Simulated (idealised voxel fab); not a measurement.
Process module, titled voxel ribs on slabs
This is section cut - it's 270 nm across, gridded in 5 nm square cells.
The cross-sections in this document take the form of a grid made of square cells. They are written out as bands, in order from top to bottom. Each band consists of one or more rows of cells. What a band's entry tells you: where the top is and where the bottom is, as heights in nm, and after that what lies inside, material by material from left to right, each with its width in nm. Empty space is written as the word "empty", and a single material marked with the word "full width" occupies the band from edge to edge. Heads up on the height convention: 0 is the point under which the incoming wafer is all one material, and the lowest band has no bottom, it just keeps going down, like "0 and below". A two-number width, for instance "30->40", indicates that the width is equal to the first number in the top row of the band and to the second number in the bottom row, and that it changes by a constant amount per row of cells. A step reported as "nothing was modified" is a step in which no cell of the cross-section changed. Look at "Tabulated closed voids" for the closed voids: empty spaces with no open path to the top, sized 8 cells or up. Each is width x height at distance, distance from the left edge, all nm. Heads up: the bit after the settings on a step's line is the simulator's remark on that step. overlay nm: on a step with a mask, how far right of its planned place the mask lay; negative means left.

# Listed below are the process steps as planned
- 1: RECEIVE, material Si
- 2: DIRECTIONAL_DEP, material SiO2, thk nm 25
- 3: DIRECTIONAL_DEP, material polySi, thk nm 15
- 4: MASKED_ETCH, tone cover, mask id RIB, width nm 20, etch materials polySi, depth nm 5, overlay nm 0
- 5: MASKED_ETCH, tone cover, mask id SLAB, width nm 80, etch materials polySi, depth nm 10, overlay nm 0
- 6: FILL_DEP, material SiO2, thk nm 15
- 7: CMP, height nm 50
- 8: DIRECTIONAL_DEP, material TiN, thk nm 10
- 9: DIRECTIONAL_DEP, material aC, thk nm 10
- 10: PATTERN, tone cover, mask id HEATER, material resist, width nm 30, thk nm 25, overlay nm 0
- 11: DIRECTIONAL_ETCH, etch materials aC, depth nm 10
- 12: STRIP, etch materials resist
- 13: DIRECTIONAL_ETCH, etch materials TiN, depth nm 10
- 14: STRIP, etch materials aC
- 15: CONFORMAL_DEP, material SiN, thk nm 5

# Cross-section of the wafer upon arrival, representing the state reached after step 1
> 0 and below | Si full width
> Tabulated closed voids: none

# Cross-section, end of module. Start: as above. Plan: as above. Execution: one mistake
> 65 down to 60 | empty: 115  SiN: 40  empty: 115
> 60 down to 55 | empty: 115  SiN: 5  TiN: 30  SiN: 5  empty: 115
> 55 down to 50 | SiN: 120  TiN: 30  SiN: 120
> 50 down to 40 | SiO2 full width
> 40 down to 35 | SiO2: 130  polySi: 20  SiO2: 120
> 35 down to 25 | SiO2: 95  polySi: 80  SiO2: 95
> 25 down to 0 | SiO2 full width
> 0 and below | Si full width
> Tabulated closed voids: none
It is concluded that the wafer was processed incorrectly with respect to the plan, in that planned and actual differ for step 4; actual: MASKED_ETCH, tone cover, mask id RIB, width nm 20, etch materials polySi, depth nm 5, overlay nm 5
